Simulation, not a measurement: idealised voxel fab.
process module | voxel fin reveal
cross-section cut | 265 nm wide | cells 5 nm
A cross-section is a grid of square cells, given in bands from the top down. A band is one or more rows of cells.
Each band's line starts with the height of the band's top and of its bottom, in nm. Then come its materials from left to right, each with its width in nm. One material with "throughout" fills the band from edge to edge. "air" is empty space.
Height 0 is the level under which the wafer as received is all one material. The lowest band goes on downwards, as in "0 down".
A width such as "30 to 40" changes by the same amount from each row of cells to the next, from the band's top row to its bottom row.
"no change" after a step means that no cell of the cross-section changed.
closed voids: empty space of 8 cells or more with no open way to the top, each as width x height at its distance from the left edge, in nm
after a step's settings: what the simulator itself notes on the step
overlay nm, on a step with a mask: how far to the right of its planned place the mask lay; to the left if negative
plan
1 op RECEIVE | material Si
2 op CONFORMAL_DEP | material SiN | thk nm 10
3 op DIRECTIONAL_DEP | material aC | thk nm 15
4 op PATTERN | tone cover | mask id FINS | material resist | width nm 15 | pitch nm 40 | thk nm 35 | overlay nm 0
5 op DIRECTIONAL_ETCH | etch materials aC | depth nm 15
6 op STRIP | etch materials resist
7 op DIRECTIONAL_ETCH | etch materials SiN | depth nm 10
8 op DIRECTIONAL_ETCH | etch materials Si | depth nm 30
9 op STRIP | etch materials aC
10 op OXIDIZE | depth nm 5
11 op FILL_DEP | material SiO2 | thk nm 10
12 op CMP | height nm 10
13 op SELECTIVE_ETCH | etch materials SiO2 | depth nm 30
14 op STRIP | etch materials SiN
15 op CONFORMAL_DEP | material SiO2 | thk nm 5
varied across the wafers: width nm of step 4. The plan shows the first wafer's value. All wafers start alike
first wafer as received, after step 1
  0 down: Si throughout
  closed voids: none
each wafer at the end: cells of each material gained (+) or lost (-) since it was received, then its closed voids
width nm 15 | -350 Si | +227 SiO2 | closed voids: none
width nm 20 | -329 Si | +218 SiO2 | closed voids: none
width nm 25 | -308 Si | +209 SiO2 | closed voids: none
